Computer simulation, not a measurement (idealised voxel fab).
voxel wiring stack: a process module
195 nm wide, 5 nm square cells: that's cross-section cut.
Cross-section spec: square-cell grid; bands listed top down; each band is one or more rows.
Look at the band entry: it leads with the top's height and the bottom's height in nm. Then it lists the materials left to right, with a width in nm for each. The word "everywhere" on a single material says that material fills the band edge to edge. The word "air" is empty space.
Beneath 0, the wafer as received is one material, and that level is where height counting begins. The lowest band goes on downward without a bottom; it is written like "0 and below".
Width: "30->40" (first number = top row, second number = bottom row, same change from row to row of cells).
Where the words "no change occurred" appear for a step, the cross-section shows no cell changed by that step; every cell remained as before.
"Sealed-off cavities" means: voids of 8 cells or more that are shut off from the top with no open way through. Written width x height at distance, distance from the left edge, in nm.
Read whatever lies past the settings on a step's line as the simulator's own remark about the step.
"overlay nm" on a masked step: distance the mask lay right of its planned place, negative for left.

Process steps foreseen in the plan
1 RECEIVE with material Si
2 CONFORMAL_DEP with material SiO2, thk nm 15
3 CONFORMAL_DEP with material SiN, thk nm 5
4 DIRECTIONAL_DEP with material lowk, thk nm 25
5 DIRECTIONAL_DEP with material aC, thk nm 15
6 PATTERN with tone open, mask id METAL_1, material resist, width nm 25, pitch nm 55, thk nm 35, overlay nm 0
7 DIRECTIONAL_ETCH with etch materials aC, depth nm 15
8 STRIP with etch materials resist
9 DIRECTIONAL_ETCH with etch materials lowk, depth nm 25
10 DIRECTIONAL_ETCH with etch materials SiN, depth nm 5
11 STRIP with etch materials aC
12 CONFORMAL_DEP with material TiN, thk nm 5
13 FILL_DEP with material Ru, thk nm 5
14 CMP with height nm 45
15 CONFORMAL_DEP with material SiCN, thk nm 5
16 DIRECTIONAL_DEP with material SiO2, thk nm 30
17 PATTERN with tone open, mask id METAL_2, material resist, width nm 25, pitch nm 55, thk nm 15, overlay nm 0
18 DIRECTIONAL_ETCH with etch materials SiO2, depth nm 20
19 STRIP with etch materials resist
20 DIRECTIONAL_DEP with material aC, thk nm 15
21 PATTERN with tone open, mask id METAL_2_HOLES, material resist, width nm 15, pitch nm 55, thk nm 35, overlay nm 0
22 DIRECTIONAL_ETCH with etch materials aC, depth nm 15
23 STRIP with etch materials resist
24 DIRECTIONAL_ETCH with etch materials SiO2, depth nm 10
25 DIRECTIONAL_ETCH with etch materials SiCN, depth nm 5
26 STRIP with etch materials aC
27 CONFORMAL_DEP with material TiN, thk nm 5
28 FILL_DEP with material Cu, thk nm 5
29 CMP with height nm 80
30 CONFORMAL_DEP with material SiCN, thk nm 5
31 DIRECTIONAL_DEP with material SiO2, thk nm 35
32 PATTERN with tone open, mask id METAL_3_HOLES, material resist, width nm 15, thk nm 20, overlay nm 0
33 DIRECTIONAL_ETCH with etch materials SiO2, depth nm 35
34 STRIP with etch materials resist
35 DIRECTIONAL_DEP with material aC, thk nm 15
36 PATTERN with tone open, mask id METAL_3, material resist, width nm 25, pitch nm 55, thk nm 35, overlay nm 0
37 DIRECTIONAL_ETCH with etch materials aC, depth nm 15
38 STRIP with etch materials resist
39 DIRECTIONAL_ETCH with etch materials SiO2, depth nm 20
40 DIRECTIONAL_ETCH with etch materials SiCN, depth nm 5
41 STRIP with etch materials aC
42 CONFORMAL_DEP with material TiN, thk nm 5
43 FILL_DEP with material Cu, thk nm 10
44 CMP with height nm 120
45 CONFORMAL_DEP with material SiCN, thk nm 5
The plan's step 27 thk nm is the first wafer's value; the wafers differ in this setting and start identical.

Step 1 complete: as-received cross-section of the first of several wafers
    0 and below: Si everywhere
    Sealed-off cavities: none

Take any row and you have a wafer at the end of the module: how many cells of each material it has gained (+) or lost (-) since it was received, and then its closed voids
thk nm 5 | +46 Cu | +30 Ru | +108 SiCN | +29 SiN | +523 SiO2 | +94 TiN | +145 lowk | Sealed-off cavities: none
thk nm 10 | +26 Cu | +30 Ru | +108 SiCN | +29 SiN | +523 SiO2 | +114 TiN | +145 lowk | Sealed-off cavities: none
thk nm 15 | +22 Cu | +30 Ru | +108 SiCN | +29 SiN | +523 SiO2 | +118 TiN | +145 lowk | Sealed-off cavities: none
thk nm 20 | +22 Cu | +30 Ru | +108 SiCN | +29 SiN | +523 SiO2 | +118 TiN | +145 lowk | Sealed-off cavities: none
